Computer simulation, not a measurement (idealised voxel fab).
Module name: voxel ribs on slabs (process module)
195 nm wide, 5 nm square cells: that's cross-section cut.
Cross-section spec: square-cell grid; bands listed top down; each band is one or more rows. It is stipulated that each band's entry specify, in nanometres, the height of the top of the band and then that of its bottom, followed by the materials of the band in left-to-right sequence, each together with its width in nanometres. A single material marked by the word "full width" is understood to fill the band from edge to edge; the word "blank" is understood to denote empty space. Below 0: as-received wafer, all one material; heights counted from there. Lowest band: no bottom, goes on down, written "from 0 down". Graded width ("30->40"): value in top row of band = first number; value in bottom row = second number; row-to-row change constant. When a step is marked "same as before", none of the cells in the cross-section changed during that step. Under "Fully sealed voids" you'll find the enclosed gaps, the ones with no way out to the top, that are 8 cells or bigger; each reads width x height at distance, with distance counted from the left edge, everything in nm. It should be noted that, on the line of a given step, the content following the step's settings is a remark produced by the simulator itself with respect to that step. overlay nm, on a step with a mask: how far to the right of its planned place the mask lay; to the left if negative.
[The process steps that were planned are listed below]
step 1: RECEIVE with material Si
step 2: DIRECTIONAL_DEP with material SiO2, thk nm 30
step 3: DIRECTIONAL_DEP with material SiN, thk nm 25
step 4: PATTERN with tone cover, mask id RIB, material resist, width nm 30, thk nm 15, overlay nm 0
step 5: DIRECTIONAL_ETCH with etch materials SiN, depth nm 15
step 6: STRIP with etch materials resist
step 7: DIRECTIONAL_DEP with material aC, thk nm 10
step 8: PATTERN with tone cover, mask id SLAB, material resist, width nm 70, thk nm 25, overlay nm 0
step 9: DIRECTIONAL_ETCH with etch materials aC, depth nm 10
step 10: STRIP with etch materials resist
step 11: DIRECTIONAL_ETCH with etch materials SiN, depth nm 10
step 12: STRIP with etch materials aC
step 13: FILL_DEP with material SiO2, thk nm 25
step 14: CMP with height nm 70
step 15: DIRECTIONAL_DEP with material W, thk nm 10
step 16: DIRECTIONAL_DEP with material aC, thk nm 15
step 17: PATTERN with tone cover, mask id HEATER, material resist, width nm 40, thk nm 35, overlay nm 0
step 18: DIRECTIONAL_ETCH with etch materials aC, depth nm 15
step 19: STRIP with etch materials resist
step 20: DIRECTIONAL_ETCH with etch materials W, depth nm 10
step 21: STRIP with etch materials aC
step 22: CONFORMAL_DEP with material SiO2, thk nm 10
[The first of a set of two wafers, run to plan]
[Incoming wafer in cross-section (state: after step 1)]
  from 0 down | Si full width
  Fully sealed voids: none
[After step 2: wafer cross-section]
  from 30 to 0 | SiO2 full width
  Lower than 0, everything is as it was.
[After step 3: wafer cross-section]
  from 55 to 30 | SiN full width
  Lower than 30, everything is as it was.
[After step 4: wafer cross-section]
  from 70 to 55 | 80 blank  30 resist  85 blank
  Lower than 55, everything is as it was.
[After step 5: wafer cross-section]
  from 70 to 55 | 80 blank  30 resist  85 blank
  from 55 to 40 | 80 blank  30 SiN  85 blank
  Lower than 40, everything is as it was.
[After step 6: wafer cross-section]
  from 55 to 40 | 80 blank  30 SiN  85 blank
  Lower than 40, everything is as it was.
[After step 7: wafer cross-section]
  from 65 to 55 | 80 blank  30 aC  85 blank
  from 55 to 50 | 80 blank  30 SiN  85 blank
  from 50 to 40 | 80 aC  30 SiN  85 aC
  Lower than 40, everything is as it was.
[After step 8: wafer cross-section]
  from 90 to 65 | 60 blank  70 resist  65 blank
  from 65 to 55 | 60 blank  20 resist  30 aC  20 resist  65 blank
  from 55 to 50 | 60 blank  20 resist  30 SiN  20 resist  65 blank
  Lower than 50, everything is as it was.
[After step 9: wafer cross-section]
  from 80 to 65 | 60 blank  70 resist  65 blank
  from 65 to 55 | 60 blank  20 resist  30 aC  20 resist  65 blank
  from 55 to 50 | 60 blank  20 resist  30 SiN  20 resist  65 blank
  from 50 to 40 | 60 blank  20 aC  30 SiN  20 aC  65 blank
  Lower than 40, everything is as it was.
[After step 10: wafer cross-section]
  from 65 to 55 | 80 blank  30 aC  85 blank
  from 55 to 50 | 80 blank  30 SiN  85 blank
  Lower than 50, everything is as it was.
[After step 11: wafer cross-section]
  from 65 to 55 | 80 blank  30 aC  85 blank
  from 55 to 50 | 80 blank  30 SiN  85 blank
  from 50 to 40 | 60 blank  20 aC  30 SiN  20 aC  65 blank
  from 40 to 30 | 60 blank  70 SiN  65 blank
  Lower than 30, everything is as it was.
[After step 12: wafer cross-section]
  from 55 to 40 | 80 blank  30 SiN  85 blank
  Lower than 40, everything is as it was.
[After step 13: wafer cross-section]
  from 80 to 55 | SiO2 full width
  from 55 to 40 | 80 SiO2  30 SiN  85 SiO2
  from 40 to 30 | 60 SiO2  70 SiN  65 SiO2
  Lower than 30, everything is as it was.
[After step 14: wafer cross-section]
  from 70 to 55 | SiO2 full width
  Lower than 55, everything is as it was.
[After step 15: wafer cross-section]
  from 80 to 70 | W full width
  Lower than 70, everything is as it was.
[After step 16: wafer cross-section]
  from 95 to 80 | aC full width
  Lower than 80, everything is as it was.
[After step 17: wafer cross-section]
  from 130 to 95 | 75 blank  40 resist  80 blank
  Lower than 95, everything is as it was.
[After step 18: wafer cross-section]
  from 115 to 95 | 75 blank  40 resist  80 blank
  from 95 to 80 | 75 blank  40 aC  80 blank
  Lower than 80, everything is as it was.
[After step 19: wafer cross-section]
  from 95 to 80 | 75 blank  40 aC  80 blank
  Lower than 80, everything is as it was.
[After step 20: wafer cross-section]
  from 95 to 80 | 75 blank  40 aC  80 blank
  from 80 to 70 | 75 blank  40 W  80 blank
  Lower than 70, everything is as it was.
[After step 21: wafer cross-section]
  from 80 to 70 | 75 blank  40 W  80 blank
  Lower than 70, everything is as it was.
[After step 22: wafer cross-section]
  from 90 to 80 | 65 blank  60 SiO2  70 blank
  from 80 to 70 | 75 SiO2  40 W  80 SiO2
  Lower than 70, everything is as it was.
[Second wafer - shared start and plan with the first - one error in running - same as the first up to step 3 inclusive]
[when step 4 should have ended]
  from 70 to 55 | 80 blank  35 resist  80 blank
  Lower than 55, everything is as it was.
[when step 5 should have ended]
  from 70 to 55 | 80 blank  35 resist  80 blank
  from 55 to 40 | 80 blank  35 SiN  80 blank
  Lower than 40, everything is as it was.
[when step 6 should have ended]
  from 55 to 40 | 80 blank  35 SiN  80 blank
  Lower than 40, everything is as it was.
[when step 7 should have ended]
  from 65 to 55 | 80 blank  35 aC  80 blank
  from 55 to 50 | 80 blank  35 SiN  80 blank
  from 50 to 40 | 80 aC  35 SiN  80 aC
  Lower than 40, everything is as it was.
[when step 8 should have ended]
  from 90 to 65 | 60 blank  70 resist  65 blank
  from 65 to 55 | 60 blank  20 resist  35 aC  15 resist  65 blank
  from 55 to 50 | 60 blank  20 resist  35 SiN  15 resist  65 blank
  Lower than 50, everything is as it was.
[when step 9 should have ended]
  from 80 to 65 | 60 blank  70 resist  65 blank
  from 65 to 55 | 60 blank  20 resist  35 aC  15 resist  65 blank
  from 55 to 50 | 60 blank  20 resist  35 SiN  15 resist  65 blank
  from 50 to 40 | 60 blank  20 aC  35 SiN  15 aC  65 blank
  Lower than 40, everything is as it was.
[when step 10 should have ended]
  from 65 to 55 | 80 blank  35 aC  80 blank
  from 55 to 50 | 80 blank  35 SiN  80 blank
  Lower than 50, everything is as it was.
[when step 11 should have ended]
  from 65 to 55 | 80 blank  35 aC  80 blank
  from 55 to 50 | 80 blank  35 SiN  80 blank
  from 50 to 40 | 60 blank  20 aC  35 SiN  15 aC  65 blank
  from 40 to 30 | 60 blank  70 SiN  65 blank
  Lower than 30, everything is as it was.
[when step 12 should have ended]
  from 55 to 40 | 80 blank  35 SiN  80 blank
  Lower than 40, everything is as it was.
[when step 13 should have ended]
  from 80 to 55 | SiO2 full width
  from 55 to 40 | 80 SiO2  35 SiN  80 SiO2
  from 40 to 30 | 60 SiO2  70 SiN  65 SiO2
  Lower than 30, everything is as it was.
[when step 14 should have ended]
  from 70 to 55 | SiO2 full width
  Lower than 55, everything is as it was.
[when step 15 should have ended]
  from 80 to 70 | W full width
  Lower than 70, everything is as it was.
[when step 16 should have ended]
  from 95 to 80 | aC full width
  Lower than 80, everything is as it was.
[when step 17 should have ended]
  from 130 to 95 | 75 blank  40 resist  80 blank
  Lower than 95, everything is as it was.
[when step 18 should have ended]
  from 115 to 95 | 75 blank  40 resist  80 blank
  from 95 to 80 | 75 blank  40 aC  80 blank
  Lower than 80, everything is as it was.
[when step 19 should have ended]
  from 95 to 80 | 75 blank  40 aC  80 blank
  Lower than 80, everything is as it was.
[when step 20 should have ended]
  from 95 to 80 | 75 blank  40 aC  80 blank
  from 80 to 70 | 75 blank  40 W  80 blank
  Lower than 70, everything is as it was.
[when step 21 should have ended]
  from 80 to 70 | 75 blank  40 W  80 blank
  Lower than 70, everything is as it was.
[when step 22 should have ended]
  from 90 to 80 | 65 blank  60 SiO2  70 blank
  from 80 to 70 | 75 SiO2  40 W  80 SiO2
  Lower than 70, everything is as it was.
Heads up, the wafer didn't run the way we planned it: step 4 ran as: PATTERN with tone cover, mask id RIB, material resist, width nm 35, thk nm 15, overlay nm 0
Wrapping up, a cell-based count of both wafers puts the second over or under the first for these materials: SiN +3, SiO2 -3
